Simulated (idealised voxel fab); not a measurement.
The process module that follows is named voxel capacitor over wiring.
Square cell edge 5 nm, section width 240 nm, ID cut.
A cross-section is a grid of square cells, given in bands from the top down. A band is one or more rows of cells.
In this notation a band is specified by the heights of its top and bottom, in that order and in nm, after which its materials appear from left to right, each paired with its width in nm. The word "all across" attached to a single material means that material fills the band from edge to edge; the word "air" stands for empty space.
Heights are expressed relative to 0, this being the level below which the as-received wafer comprises one material exclusively. The lowest band is unbounded in the downward direction and is denoted as in "0 -> down".
The notation "30..40" denotes a width that varies across the rows of cells in the band, beginning at the first number in the top row, finishing at the second number in the bottom row, and changing by an identical amount from each row to the next.
No cell of the cross-section changed in a step that is given as "nothing different".
You'll see "Unvented voids" listing empty spaces that have no way open to the top, as long as they're 8 cells or more; the notation is width x height at distance, where the distance is from the left edge, and all of it is in nm.
What comes after the settings on a step's line is commentary from the simulator itself on that step.
"overlay nm", when on a step's line for a step with a mask, measures how far to the right of its planned place the mask lay; a negative measure means to the left.
Heads up before you read on: it's before/after pairs around one process step each, after side only down to the lowest band that changed, step plus settings under the pair. Pairs can be from different runs of this module, same starting wafer, so only chain a pair onto the one above if its "Before processing step" entry says so.
-- Before processing step
* 100 -> 95 | 95 of TiN  5 of air  140 of TiN
* 95 -> 90 | 90 of SiO2  15 of TiN  135 of SiO2
* 90 -> 80 | 80 of SiO2  55 of TiN  105 of SiO2
* 80 -> 75 | 80 of SiO2  55 of SiN  105 of SiO2
* 75 -> 65 | 75 of SiO2  65 of TiN  100 of SiO2
* 65 -> 60 | TiN all across
* 60 -> 40 | 80 of SiO2  15 of Ru  145 of SiO2
* 40 -> 35 | 80 of SiCN  15 of Ru  145 of SiCN
* 35 -> 20 | 70 of SiO2  25 of Ru  50 of SiO2  25 of Ru  70 of SiO2
* 20 -> 15 | 70 of SiO2  25 of TiN  50 of SiO2  25 of TiN  70 of SiO2
* 15 -> 0 | SiO2 all across
* 0 -> down | Si all across
* Unvented voids: none
-- Post-Process View
* 105 -> 100 | Cu all across
* 100 -> 95 | 95 of TiN  5 of Cu  140 of TiN
* No changes below 95.
* Unvented voids: none
Step sandwiched between the two cross-sections above: FILL_DEP [material Cu] [thk nm 5]
Before processing step: = after-state of the pair above.
-- Post-Process View
* 95 -> 90 | 90 of SiO2  15 of TiN  135 of SiO2
* No changes below 90.
* Unvented voids: none
Step sandwiched between the two cross-sections above: CMP [height nm 95]
Before processing step: = after-state of the pair above.
-- Post-Process View
* 100 -> 95 | SiN all across
* No changes below 95.
* Unvented voids: none
Step sandwiched between the two cross-sections above: CONFORMAL_DEP [material SiN] [thk nm 5]
-- Before processing step
* 45 -> 35 | aC all across
* 35 -> 20 | Ru all across
* 20 -> 15 | TiN all across
* 15 -> 0 | SiO2 all across
* 0 -> down | Si all across
* Unvented voids: none
-- Post-Process View
* 70 -> 45 | 70 of air  30 of resist  45 of air  30 of resist  65 of air
* No changes below 45.
* Unvented voids: none
Step sandwiched between the two cross-sections above: PATTERN [tone cover] [mask id METAL_1] [material resist] [width nm 30] [pitch nm 75] [thk nm 25] [overlay nm 0]
Before processing step: = after-state of the pair above.
-- Post-Process View
* 60 -> 45 | 70 of air  30 of resist  45 of air  30 of resist  65 of air
* 45 -> 35 | 70 of air  30 of aC  45 of air  30 of aC  65 of air
* No changes below 35.
* Unvented voids: none
Step sandwiched between the two cross-sections above: DIRECTIONAL_ETCH [etch materials aC] [depth nm 10]
Before processing step: = after-state of the pair above.
-- Post-Process View
* 45 -> 35 | 70 of air  30 of aC  45 of air  30 of aC  65 of air
* No changes below 35.
* Unvented voids: none
Step sandwiched between the two cross-sections above: STRIP [etch materials resist]
Before processing step: = after-state of the pair above.
-- Post-Process View
* 45 -> 35 | 70 of air  30 of aC  45 of air  30 of aC  65 of air
* 35 -> 20 | 70 of air  30 of Ru  45 of air  30 of Ru  65 of air
* No changes below 20.
* Unvented voids: none
Step sandwiched between the two cross-sections above: DIRECTIONAL_ETCH [etch materials Ru] [depth nm 15]
Before processing step: = after-state of the pair above.
-- Post-Process View
* 45 -> 35 | 70 of air  30 of aC  45 of air  30 of aC  65 of air
* 35 -> 20 | 70 of air  30 of Ru  45 of air  30 of Ru  65 of air
* 20 -> 15 | 70 of air  30 of TiN  45 of air  30 of TiN  65 of air
* No changes below 15.
* Unvented voids: none
Step sandwiched between the two cross-sections above: DIRECTIONAL_ETCH [etch materials TiN] [depth nm 5]
Before processing step: = after-state of the pair above.
-- Post-Process View
* 35 -> 20 | 70 of air  30 of Ru  45 of air  30 of Ru  65 of air
* No changes below 20.
* Unvented voids: none
Step sandwiched between the two cross-sections above: STRIP [etch materials aC]
Before processing step: = after-state of the pair above.
-- Post-Process View
* 45 -> 35 | SiO2 all across
* 35 -> 20 | 70 of SiO2  30 of Ru  45 of SiO2  30 of Ru  65 of SiO2
* 20 -> 15 | 70 of SiO2  30 of TiN  45 of SiO2  30 of TiN  65 of SiO2
* No changes below 15.
* Unvented voids: none
Step sandwiched between the two cross-sections above: FILL_DEP [material SiO2] [thk nm 10]
Before processing step: = after-state of the pair above.
-- Post-Process View
* 35 -> 20 | 70 of SiO2  30 of Ru  45 of SiO2  30 of Ru  65 of SiO2
* No changes below 20.
* Unvented voids: none
Step sandwiched between the two cross-sections above: CMP [height nm 35]
Before processing step: = after-state of the pair above.
-- Post-Process View
* 40 -> 35 | SiCN all across
* No changes below 35.
* Unvented voids: none
Step sandwiched between the two cross-sections above: CONFORMAL_DEP [material SiCN] [thk nm 5]
Before processing step: = after-state of the pair above.
-- Post-Process View
* 60 -> 40 | SiO2 all across
* No changes below 40.
* Unvented voids: none
Step sandwiched between the two cross-sections above: DIRECTIONAL_DEP [material SiO2] [thk nm 20]
Before processing step: = after-state of the pair above.
-- Post-Process View
* 60 -> 40 | 80 of SiO2  15 of air  145 of SiO2
* No changes below 40.
* Unvented voids: none
Step sandwiched between the two cross-sections above: MASKED_ETCH [tone open] [mask id PLUG_1] [width nm 15] [etch materials SiO2] [depth nm 20] [overlay nm 0]
Before processing step: = after-state of the pair above.
-- Post-Process View
* 60 -> 40 | 80 of SiO2  15 of air  145 of SiO2
* 40 -> 35 | 80 of SiCN  15 of air  145 of SiCN
* No changes below 35.
* Unvented voids: none
Step sandwiched between the two cross-sections above: MASKED_ETCH [tone open] [mask id PLUG_1] [width nm 15] [etch materials SiCN] [depth nm 5] [overlay nm 0]
Before processing step: = after-state of the pair above.
-- Post-Process View
* 60 -> 45 | 80 of SiO2  15 of air  145 of SiO2
* 45 -> 40 | 80 of SiO2  15 of Ru  145 of SiO2
* 40 -> 35 | 80 of SiCN  15 of Ru  145 of SiCN
* No changes below 35.
* Unvented voids: none
Step sandwiched between the two cross-sections above: EPI [material Ru] [thk nm 10]
Before processing step: = after-state of the pair above.
-- Post-Process View
* 60 -> 55 | 80 of SiO2  15 of air  145 of SiO2
* 55 -> 40 | 80 of SiO2  15 of Ru  145 of SiO2
* No changes below 40.
* Unvented voids: none
Step sandwiched between the two cross-sections above: EPI [material Ru] [thk nm 10]
Before processing step: = after-state of the pair above.
-- Post-Process View
* 60 -> 40 | 80 of SiO2  15 of Ru  145 of SiO2
* No changes below 40.
* Unvented voids: none
Step sandwiched between the two cross-sections above: EPI [material Ru] [thk nm 5]
Before processing step: = after-state of the pair above.
-- Post-Process View
* 70 -> 60 | TiN all across
* No changes below 60.
* Unvented voids: none
Step sandwiched between the two cross-sections above: DIRECTIONAL_DEP [material TiN] [thk nm 10]
Before processing step: = after-state of the pair above.
-- Post-Process View
* 75 -> 70 | SiN all across
* No changes below 70.
* Unvented voids: none
Step sandwiched between the two cross-sections above: DIRECTIONAL_DEP [material SiN] [thk nm 5]
Before processing step: = after-state of the pair above.
-- Post-Process View
* 85 -> 75 | TiN all across
* No changes below 75.
* Unvented voids: none
Step sandwiched between the two cross-sections above: DIRECTIONAL_DEP [material TiN] [thk nm 10]
Before processing step: = after-state of the pair above.
-- Post-Process View
* 100 -> 85 | aC all across
* No changes below 85.
* Unvented voids: none
Step sandwiched between the two cross-sections above: DIRECTIONAL_DEP [material aC] [thk nm 15]
Before processing step: = after-state of the pair above.
-- Post-Process View
* 130 -> 100 | 80 of air  55 of resist  105 of air
* No changes below 100.
* Unvented voids: none
Step sandwiched between the two cross-sections above: PATTERN [tone cover] [mask id UPPER_PLATE] [material resist] [width nm 55] [thk nm 30] [overlay nm 0]
Before processing step: = after-state of the pair above.
-- Post-Process View
* 115 -> 100 | 80 of air  55 of resist  105 of air
* 100 -> 85 | 80 of air  55 of aC  105 of air
* No changes below 85.
* Unvented voids: none
Step sandwiched between the two cross-sections above: DIRECTIONAL_ETCH [etch materials aC] [depth nm 15]
Before processing step: = after-state of the pair above.
-- Post-Process View
* 100 -> 85 | 80 of air  55 of aC  105 of air
* No changes below 85.
* Unvented voids: none
Step sandwiched between the two cross-sections above: STRIP [etch materials resist]
Before processing step: = after-state of the pair above.
-- Post-Process View
* 100 -> 85 | 80 of air  55 of aC  105 of air
* 85 -> 75 | 80 of air  55 of TiN  105 of air
* No changes below 75.
* Unvented voids: none
Step sandwiched between the two cross-sections above: DIRECTIONAL_ETCH [etch materials TiN] [depth nm 10]
Before processing step: = after-state of the pair above.
-- Post-Process View
* 100 -> 85 | 80 of air  55 of aC  105 of air
* 85 -> 75 | 80 of air  55 of TiN  105 of air
* 75 -> 70 | 80 of air  55 of SiN  105 of air
* No changes below 70.
* Unvented voids: none
Step sandwiched between the two cross-sections above: DIRECTIONAL_ETCH [etch materials SiN] [depth nm 5]
Before processing step: = after-state of the pair above.
-- Post-Process View
* 85 -> 75 | 80 of air  55 of TiN  105 of air
* No changes below 75.
* Unvented voids: none
Step sandwiched between the two cross-sections above: STRIP [etch materials aC]
Before processing step: = after-state of the pair above.
-- Post-Process View
* 100 -> 85 | 80 of air  55 of aC  105 of air
* 85 -> 75 | 80 of aC  55 of TiN  105 of aC
* 75 -> 70 | 80 of aC  55 of SiN  105 of aC
* No changes below 70.
* Unvented voids: none
Step sandwiched between the two cross-sections above: DIRECTIONAL_DEP [material aC] [thk nm 15]
Before processing step: = after-state of the pair above.
-- Post-Process View
* 130 -> 100 | 75 of air  65 of resist  100 of air
* 100 -> 85 | 75 of air  5 of resist  55 of aC  5 of resist  100 of air
* No changes below 85.
* Unvented voids: none
Step sandwiched between the two cross-sections above: PATTERN [tone cover] [mask id LOWER_PLATE] [material resist] [width nm 65] [thk nm 30] [overlay nm 0]
Before processing step: = after-state of the pair above.
-- Post-Process View
* 115 -> 100 | 75 of air  65 of resist  100 of air
* 100 -> 85 | 75 of air  5 of resist  55 of aC  5 of resist  100 of air
* 85 -> 75 | 75 of air  5 of aC  55 of TiN  5 of aC  100 of air
* 75 -> 70 | 75 of air  5 of aC  55 of SiN  5 of aC  100 of air
* No changes below 70.
* Unvented voids: none
Step sandwiched between the two cross-sections above: DIRECTIONAL_ETCH [etch materials aC] [depth nm 15]
Before processing step: = after-state of the pair above.
-- Post-Process View
* 100 -> 85 | 80 of air  55 of aC  105 of air
* No changes below 85.
* Unvented voids: none
Step sandwiched between the two cross-sections above: STRIP [etch materials resist]
Before processing step: = after-state of the pair above.
-- Post-Process View
* 100 -> 85 | 80 of air  55 of aC  105 of air
* 85 -> 75 | 75 of air  5 of aC  55 of TiN  5 of aC  100 of air
* 75 -> 70 | 75 of air  5 of aC  55 of SiN  5 of aC  100 of air
* 70 -> 60 | 75 of air  65 of TiN  100 of air
* No changes below 60.
* Unvented voids: none
Step sandwiched between the two cross-sections above: DIRECTIONAL_ETCH [etch materials TiN] [depth nm 10]
Before processing step: = after-state of the pair above.
-- Post-Process View
* 85 -> 75 | 80 of air  55 of TiN  105 of air
* 75 -> 70 | 80 of air  55 of SiN  105 of air
* No changes below 70.
* Unvented voids: none
Step sandwiched between the two cross-sections above: STRIP [etch materials aC]
Before processing step: = after-state of the pair above.
-- Post-Process View
* 100 -> 85 | SiO2 all across
* 85 -> 75 | 80 of SiO2  55 of TiN  105 of SiO2
* 75 -> 70 | 80 of SiO2  55 of SiN  105 of SiO2
* 70 -> 60 | 75 of SiO2  65 of TiN  100 of SiO2
* No changes below 60.
* Unvented voids: none
Step sandwiched between the two cross-sections above: FILL_DEP [material SiO2] [thk nm 15]
Before processing step: = after-state of the pair above.
-- Post-Process View
* 95 -> 85 | SiO2 all across
* No changes below 85.
* Unvented voids: none
Step sandwiched between the two cross-sections above: CMP [height nm 95]
Before processing step: = after-state of the pair above.
-- Post-Process View
* 105 -> 95 | aC all across
* No changes below 95.
* Unvented voids: none
Step sandwiched between the two cross-sections above: DIRECTIONAL_DEP [material aC] [thk nm 10]
Before processing step: = after-state of the pair above.
-- Post-Process View
* 135 -> 105 | 90 of resist  15 of air  135 of resist
* No changes below 105.
* Unvented voids: none
Step sandwiched between the two cross-sections above: PATTERN [tone open] [mask id PLUG_2] [material resist] [width nm 15] [thk nm 30] [overlay nm 0]
Before processing step: = after-state of the pair above.
-- Post-Process View
* 125 -> 105 | 90 of resist  15 of air  135 of resist
* 105 -> 95 | 90 of aC  15 of air  135 of aC
* No changes below 95.
* Unvented voids: none
Step sandwiched between the two cross-sections above: DIRECTIONAL_ETCH [etch materials aC] [depth nm 10]
Before processing step: = after-state of the pair above.
-- Post-Process View
* 105 -> 95 | 90 of aC  15 of air  135 of aC
* No changes below 95.
* Unvented voids: none
Step sandwiched between the two cross-sections above: STRIP [etch materials resist]
Before processing step: = after-state of the pair above.
-- Post-Process View
* 105 -> 95 | 90 of aC  15 of air  135 of aC
* 95 -> 85 | 90 of SiO2  15 of air  135 of SiO2
* No changes below 85.
* Unvented voids: none
Step sandwiched between the two cross-sections above: DIRECTIONAL_ETCH [etch materials SiO2] [depth nm 10]
Before processing step: = after-state of the pair above.
-- Post-Process View
* 95 -> 85 | 90 of SiO2  15 of air  135 of SiO2
* No changes below 85.
* Unvented voids: none
Step sandwiched between the two cross-sections above: STRIP [etch materials aC]
Before processing step: = after-state of the pair above.
-- Post-Process View
* 100 -> 95 | 95 of TiN  5 of air  140 of TiN
* 95 -> 90 | 90 of SiO2  5 of TiN  5 of air  5 of TiN  135 of SiO2
* 90 -> 85 | 90 of SiO2  15 of TiN  135 of SiO2
* No changes below 85.
* Unvented voids: none
Step sandwiched between the two cross-sections above: CONFORMAL_DEP [material TiN] [thk nm 5]
Before processing step: = after-state of the pair above.
-- Post-Process View
* 105 -> 100 | Cu all across
* 100 -> 95 | 95 of TiN  5 of Cu  140 of TiN
* 95 -> 90 | 90 of SiO2  5 of TiN  5 of Cu  5 of TiN  135 of SiO2
* No changes below 90.
* Unvented voids: none
Step sandwiched between the two cross-sections above: FILL_DEP [material Cu] [thk nm 5]
Before processing step: = after-state of the pair above.
-- Post-Process View
* 95 -> 90 | 90 of SiO2  5 of TiN  5 of Cu  5 of TiN  135 of SiO2
* No changes below 90.
* Unvented voids: none
Step sandwiched between the two cross-sections above: CMP [height nm 95]
Before processing step: = after-state of the pair above.
-- Post-Process View
* 100 -> 95 | SiN all across
* No changes below 95.
* Unvented voids: none
Step sandwiched between the two cross-sections above: CONFORMAL_DEP [material SiN] [thk nm 5]
-- Before processing step
* 100 -> 85 | aC all across
* 85 -> 75 | TiN all across
* 75 -> 70 | SiN all across
* 70 -> 60 | TiN all across
* 60 -> 40 | 80 of SiO2  15 of Ru  145 of SiO2
* 40 -> 35 | 80 of SiCN  15 of Ru  145 of SiCN
* 35 -> 20 | 70 of SiO2  25 of Ru  50 of SiO2  25 of Ru  70 of SiO2
* 20 -> 15 | 70 of SiO2  25 of TiN  50 of SiO2  25 of TiN  70 of SiO2
* 15 -> 0 | SiO2 all across
* 0 -> down | Si all across
* Unvented voids: none
-- Post-Process View
* 130 -> 100 | 90 of air  55 of resist  95 of air
* No changes below 100.
* Unvented voids: none
Step sandwiched between the two cross-sections above: PATTERN [tone cover] [mask id UPPER_PLATE] [material resist] [width nm 55] [thk nm 30] [overlay nm 10]
Before processing step: = after-state of the pair above.
-- Post-Process View
* 115 -> 100 | 90 of air  55 of resist  95 of air
* 100 -> 85 | 90 of air  55 of aC  95 of air
* No changes below 85.
* Unvented voids: none
Step sandwiched between the two cross-sections above: DIRECTIONAL_ETCH [etch materials aC] [depth nm 15]
Before processing step: = after-state of the pair above.
-- Post-Process View
* 100 -> 85 | 90 of air  55 of aC  95 of air
* No changes below 85.
* Unvented voids: none
Step sandwiched between the two cross-sections above: STRIP [etch materials resist]
Before processing step: = after-state of the pair above.
-- Post-Process View
* 100 -> 85 | 90 of air  55 of aC  95 of air
* 85 -> 75 | 90 of air  55 of TiN  95 of air
* No changes below 75.
* Unvented voids: none
Step sandwiched between the two cross-sections above: DIRECTIONAL_ETCH [etch materials TiN] [depth nm 10]
Before processing step: = after-state of the pair above.
-- Post-Process View
* 100 -> 85 | 90 of air  55 of aC  95 of air
* 85 -> 75 | 90 of air  55 of TiN  95 of air
* 75 -> 70 | 90 of air  55 of SiN  95 of air
* No changes below 70.
* Unvented voids: none
Step sandwiched between the two cross-sections above: DIRECTIONAL_ETCH [etch materials SiN] [depth nm 5]
Before processing step: = after-state of the pair above.
-- Post-Process View
* 85 -> 75 | 90 of air  55 of TiN  95 of air
* No changes below 75.
* Unvented voids: none
Step sandwiched between the two cross-sections above: STRIP [etch materials aC]
Before processing step: = after-state of the pair above.
-- Post-Process View
* 100 -> 85 | 90 of air  55 of aC  95 of air
* 85 -> 75 | 90 of aC  55 of TiN  95 of aC
* 75 -> 70 | 90 of aC  55 of SiN  95 of aC
* No changes below 70.
* Unvented voids: none
Step sandwiched between the two cross-sections above: DIRECTIONAL_DEP [material aC] [thk nm 15]
Before processing step: = after-state of the pair above.
-- Post-Process View
* 130 -> 100 | 75 of air  65 of resist  100 of air
* 100 -> 85 | 75 of air  15 of resist  55 of aC  95 of air
* No changes below 85.
* Unvented voids: none
Step sandwiched between the two cross-sections above: PATTERN [tone cover] [mask id LOWER_PLATE] [material resist] [width nm 65] [thk nm 30] [overlay nm 0]
Before processing step: = after-state of the pair above.
-- Post-Process View
* 115 -> 100 | 75 of air  65 of resist  100 of air
* 100 -> 85 | 75 of air  15 of resist  50 of aC  100 of air
* 85 -> 75 | 75 of air  15 of aC  55 of TiN  95 of air
* 75 -> 70 | 75 of air  15 of aC  55 of SiN  95 of air
* No changes below 70.
* Unvented voids: none
Step sandwiched between the two cross-sections above: DIRECTIONAL_ETCH [etch materials aC] [depth nm 15]
Before processing step: = after-state of the pair above.
-- Post-Process View
* 100 -> 85 | 90 of air  50 of aC  100 of air
* No changes below 85.
* Unvented voids: none
Step sandwiched between the two cross-sections above: STRIP [etch materials resist]
Before processing step: = after-state of the pair above.
-- Post-Process View
* 100 -> 85 | 90 of air  50 of aC  100 of air
* 85 -> 75 | 75 of air  15 of aC  50 of TiN  100 of air
* 75 -> 70 | 75 of air  15 of aC  55 of SiN  95 of air
* 70 -> 60 | 75 of air  70 of TiN  95 of air
* No changes below 60.
* Unvented voids: none
Step sandwiched between the two cross-sections above: DIRECTIONAL_ETCH [etch materials TiN] [depth nm 10]
Before processing step: = after-state of the pair above.
-- Post-Process View
* 85 -> 75 | 90 of air  50 of TiN  100 of air
* 75 -> 70 | 90 of air  55 of SiN  95 of air
* No changes below 70.
* Unvented voids: none
Step sandwiched between the two cross-sections above: STRIP [etch materials aC]
Before processing step: = after-state of the pair above.
-- Post-Process View
* 100 -> 85 | SiO2 all across
* 85 -> 75 | 90 of SiO2  50 of TiN  100 of SiO2
* 75 -> 70 | 90 of SiO2  55 of SiN  95 of SiO2
* 70 -> 60 | 75 of SiO2  70 of TiN  95 of SiO2
* No changes below 60.
* Unvented voids: none
Step sandwiched between the two cross-sections above: FILL_DEP [material SiO2] [thk nm 15]
Before processing step: = after-state of the pair above.
-- Post-Process View
* 95 -> 85 | SiO2 all across
* No changes below 85.
* Unvented voids: none
Step sandwiched between the two cross-sections above: CMP [height nm 95]
Before processing step: = after-state of the pair above.
-- Post-Process View
* 105 -> 95 | aC all across
* No changes below 95.
* Unvented voids: none
Step sandwiched between the two cross-sections above: DIRECTIONAL_DEP [material aC] [thk nm 10]
Before processing step: = after-state of the pair above.
-- Post-Process View
* 135 -> 105 | 90 of resist  15 of air  135 of resist
* No changes below 105.
* Unvented voids: none
Step sandwiched between the two cross-sections above: PATTERN [tone open] [mask id PLUG_2] [material resist] [width nm 15] [thk nm 30] [overlay nm 0]
Before processing step: = after-state of the pair above.
-- Post-Process View
* 125 -> 105 | 90 of resist  15 of air  135 of resist
* 105 -> 95 | 90 of aC  15 of air  135 of aC
* No changes below 95.
* Unvented voids: none
Step sandwiched between the two cross-sections above: DIRECTIONAL_ETCH [etch materials aC] [depth nm 10]
Before processing step: = after-state of the pair above.
-- Post-Process View
* 105 -> 95 | 90 of aC  15 of air  135 of aC
* No changes below 95.
* Unvented voids: none
Step sandwiched between the two cross-sections above: STRIP [etch materials resist]
Before processing step: = after-state of the pair above.
-- Post-Process View
* 105 -> 95 | 90 of aC  15 of air  135 of aC
* 95 -> 85 | 90 of SiO2  15 of air  135 of SiO2
* No changes below 85.
* Unvented voids: none
Step sandwiched between the two cross-sections above: DIRECTIONAL_ETCH [etch materials SiO2] [depth nm 10]
Before processing step: = after-state of the pair above.
-- Post-Process View
* 95 -> 85 | 90 of SiO2  15 of air  135 of SiO2
* No changes below 85.
* Unvented voids: none
Step sandwiched between the two cross-sections above: STRIP [etch materials aC]
Before processing step: = after-state of the pair above.
-- Post-Process View
* 100 -> 95 | 95 of TiN  5 of air  140 of TiN
* 95 -> 90 | 90 of SiO2  5 of TiN  5 of air  5 of TiN  135 of SiO2
* 90 -> 85 | 90 of SiO2  15 of TiN  135 of SiO2
* No changes below 85.
* Unvented voids: none
Step sandwiched between the two cross-sections above: CONFORMAL_DEP [material TiN] [thk nm 5]
Before processing step: = after-state of the pair above.
-- Post-Process View
* 105 -> 100 | Cu all across
* 100 -> 95 | 95 of TiN  5 of Cu  140 of TiN
* 95 -> 90 | 90 of SiO2  5 of TiN  5 of Cu  5 of TiN  135 of SiO2
* No changes below 90.
* Unvented voids: none
Step sandwiched between the two cross-sections above: FILL_DEP [material Cu] [thk nm 5]
Before processing step: = after-state of the pair above.
-- Post-Process View
* 95 -> 90 | 90 of SiO2  5 of TiN  5 of Cu  5 of TiN  135 of SiO2
* No changes below 90.
* Unvented voids: none
Step sandwiched between the two cross-sections above: CMP [height nm 95]
Before processing step: = after-state of the pair above.
-- Post-Process View
* 100 -> 95 | SiN all across
* No changes below 95.
* Unvented voids: none
Step sandwiched between the two cross-sections above: CONFORMAL_DEP [material SiN] [thk nm 5]
-- Before processing step
* 60 -> 40 | 80 of SiO2  15 of Ru  145 of SiO2
* 40 -> 35 | 80 of SiCN  15 of Ru  145 of SiCN
* 35 -> 20 | 70 of SiO2  25 of Ru  50 of SiO2  25 of Ru  70 of SiO2
* 20 -> 15 | 70 of SiO2  25 of TiN  50 of SiO2  25 of TiN  70 of SiO2
* 15 -> 0 | SiO2 all across
* 0 -> down | Si all across
* Unvented voids: none
-- Post-Process View
* 70 -> 60 | SiN all across
* No changes below 60.
* Unvented voids: none
Step sandwiched between the two cross-sections above: DIRECTIONAL_DEP [material SiN] [thk nm 10]
Before processing step: = after-state of the pair above.
-- Post-Process View
* 75 -> 60 | SiN all across
* No changes below 60.
* Unvented voids: none
Step sandwiched between the two cross-sections above: DIRECTIONAL_DEP [material SiN] [thk nm 5]
Before processing step: = after-state of the pair above.
-- Post-Process View
* 85 -> 75 | TiN all across
* No changes below 75.
* Unvented voids: none
Step sandwiched between the two cross-sections above: DIRECTIONAL_DEP [material TiN] [thk nm 10]
Before processing step: = after-state of the pair above.
-- Post-Process View
* 100 -> 85 | aC all across
* No changes below 85.
* Unvented voids: none
Step sandwiched between the two cross-sections above: DIRECTIONAL_DEP [material aC] [thk nm 15]
Before processing step: = after-state of the pair above.
-- Post-Process View
* 130 -> 100 | 80 of air  55 of resist  105 of air
* No changes below 100.
* Unvented voids: none
Step sandwiched between the two cross-sections above: PATTERN [tone cover] [mask id UPPER_PLATE] [material resist] [width nm 55] [thk nm 30] [overlay nm 0]
Before processing step: = after-state of the pair above.
-- Post-Process View
* 115 -> 100 | 80 of air  55 of resist  105 of air
* 100 -> 85 | 80 of air  55 of aC  105 of air
* No changes below 85.
* Unvented voids: none
Step sandwiched between the two cross-sections above: DIRECTIONAL_ETCH [etch materials aC] [depth nm 15]
Before processing step: = after-state of the pair above.
-- Post-Process View
* 100 -> 85 | 80 of air  55 of aC  105 of air
* No changes below 85.
* Unvented voids: none
Step sandwiched between the two cross-sections above: STRIP [etch materials resist]
Before processing step: = after-state of the pair above.
-- Post-Process View
* 100 -> 85 | 80 of air  55 of aC  105 of air
* 85 -> 75 | 80 of air  55 of TiN  105 of air
* No changes below 75.
* Unvented voids: none
Step sandwiched between the two cross-sections above: DIRECTIONAL_ETCH [etch materials TiN] [depth nm 10]
Before processing step: = after-state of the pair above.
-- Post-Process View
* 100 -> 85 | 80 of air  55 of aC  105 of air
* 85 -> 75 | 80 of air  55 of TiN  105 of air
* 75 -> 70 | 80 of air  55 of SiN  105 of air
* No changes below 70.
* Unvented voids: none
Step sandwiched between the two cross-sections above: DIRECTIONAL_ETCH [etch materials SiN] [depth nm 5]
Before processing step: = after-state of the pair above.
-- Post-Process View
* 85 -> 75 | 80 of air  55 of TiN  105 of air
* No changes below 75.
* Unvented voids: none
Step sandwiched between the two cross-sections above: STRIP [etch materials aC]
Before processing step: = after-state of the pair above.
-- Post-Process View
* 100 -> 85 | 80 of air  55 of aC  105 of air
* 85 -> 75 | 80 of aC  55 of TiN  105 of aC
* 75 -> 70 | 80 of aC  55 of SiN  105 of aC
* No changes below 70.
* Unvented voids: none
Step sandwiched between the two cross-sections above: DIRECTIONAL_DEP [material aC] [thk nm 15]
Before processing step: = after-state of the pair above.
-- Post-Process View
* 130 -> 100 | 75 of air  65 of resist  100 of air
* 100 -> 85 | 75 of air  5 of resist  55 of aC  5 of resist  100 of air
* No changes below 85.
* Unvented voids: none
Step sandwiched between the two cross-sections above: PATTERN [tone cover] [mask id LOWER_PLATE] [material resist] [width nm 65] [thk nm 30] [overlay nm 0]
Before processing step: = after-state of the pair above.
-- Post-Process View
* 115 -> 100 | 75 of air  65 of resist  100 of air
* 100 -> 85 | 75 of air  5 of resist  55 of aC  5 of resist  100 of air
* 85 -> 75 | 75 of air  5 of aC  55 of TiN  5 of aC  100 of air
* 75 -> 70 | 75 of air  5 of aC  55 of SiN  5 of aC  100 of air
* No changes below 70.
* Unvented voids: none
Step sandwiched between the two cross-sections above: DIRECTIONAL_ETCH [etch materials aC] [depth nm 15]
Before processing step: = after-state of the pair above.
-- Post-Process View
* 100 -> 85 | 80 of air  55 of aC  105 of air
* No changes below 85.
* Unvented voids: none
Step sandwiched between the two cross-sections above: STRIP [etch materials resist]
Before processing step: = after-state of the pair above.
-- Post-Process View
* 85 -> 75 | 80 of air  55 of TiN  105 of air
* 75 -> 70 | 80 of air  55 of SiN  105 of air
* No changes below 70.
* Unvented voids: none
Step sandwiched between the two cross-sections above: STRIP [etch materials aC]
Before processing step: = after-state of the pair above.
-- Post-Process View
* 100 -> 85 | SiO2 all across
* 85 -> 75 | 80 of SiO2  55 of TiN  105 of SiO2
* 75 -> 70 | 80 of SiO2  55 of SiN  105 of SiO2
* No changes below 70.
* Unvented voids: none
Step sandwiched between the two cross-sections above: FILL_DEP [material SiO2] [thk nm 15]
Before processing step: = after-state of the pair above.
-- Post-Process View
* 95 -> 85 | SiO2 all across
* No changes below 85.
* Unvented voids: none
Step sandwiched between the two cross-sections above: CMP [height nm 95]
Before processing step: = after-state of the pair above.
-- Post-Process View
* 105 -> 95 | aC all across
* No changes below 95.
* Unvented voids: none
Step sandwiched between the two cross-sections above: DIRECTIONAL_DEP [material aC] [thk nm 10]
Before processing step: = after-state of the pair above.
-- Post-Process View
* 135 -> 105 | 90 of resist  15 of air  135 of resist
* No changes below 105.
* Unvented voids: none
Step sandwiched between the two cross-sections above: PATTERN [tone open] [mask id PLUG_2] [material resist] [width nm 15] [thk nm 30] [overlay nm 0]
Before processing step: = after-state of the pair above.
-- Post-Process View
* 125 -> 105 | 90 of resist  15 of air  135 of resist
* 105 -> 95 | 90 of aC  15 of air  135 of aC
* No changes below 95.
* Unvented voids: none
Step sandwiched between the two cross-sections above: DIRECTIONAL_ETCH [etch materials aC] [depth nm 10]
Before processing step: = after-state of the pair above.
-- Post-Process View
* 105 -> 95 | 90 of aC  15 of air  135 of aC
* No changes below 95.
* Unvented voids: none
Step sandwiched between the two cross-sections above: STRIP [etch materials resist]
Before processing step: = after-state of the pair above.
-- Post-Process View
* 105 -> 95 | 90 of aC  15 of air  135 of aC
* 95 -> 85 | 90 of SiO2  15 of air  135 of SiO2
* No changes below 85.
* Unvented voids: none
Step sandwiched between the two cross-sections above: DIRECTIONAL_ETCH [etch materials SiO2] [depth nm 10]
Before processing step: = after-state of the pair above.
-- Post-Process View
* 95 -> 85 | 90 of SiO2  15 of air  135 of SiO2
* No changes below 85.
* Unvented voids: none
Step sandwiched between the two cross-sections above: STRIP [etch materials aC]
Before processing step: = after-state of the pair above.
-- Post-Process View
* 100 -> 95 | 95 of TiN  5 of air  140 of TiN
* 95 -> 90 | 90 of SiO2  5 of TiN  5 of air  5 of TiN  135 of SiO2
* 90 -> 85 | 90 of SiO2  15 of TiN  135 of SiO2
* No changes below 85.
* Unvented voids: none
Step sandwiched between the two cross-sections above: CONFORMAL_DEP [material TiN] [thk nm 5]
Before processing step: = after-state of the pair above.
-- Post-Process View
* 105 -> 100 | Cu all across
* 100 -> 95 | 95 of TiN  5 of Cu  140 of TiN
* 95 -> 90 | 90 of SiO2  5 of TiN  5 of Cu  5 of TiN  135 of SiO2
* No changes below 90.
* Unvented voids: none
Step sandwiched between the two cross-sections above: FILL_DEP [material Cu] [thk nm 5]
Before processing step: = after-state of the pair above.
-- Post-Process View
* 95 -> 90 | 90 of SiO2  5 of TiN  5 of Cu  5 of TiN  135 of SiO2
* No changes below 90.
* Unvented voids: none
Step sandwiched between the two cross-sections above: CMP [height nm 95]
Before processing step: = after-state of the pair above.
-- Post-Process View
* 100 -> 95 | SiN all across
* No changes below 95.
* Unvented voids: none
Step sandwiched between the two cross-sections above: CONFORMAL_DEP [material SiN] [thk nm 5]
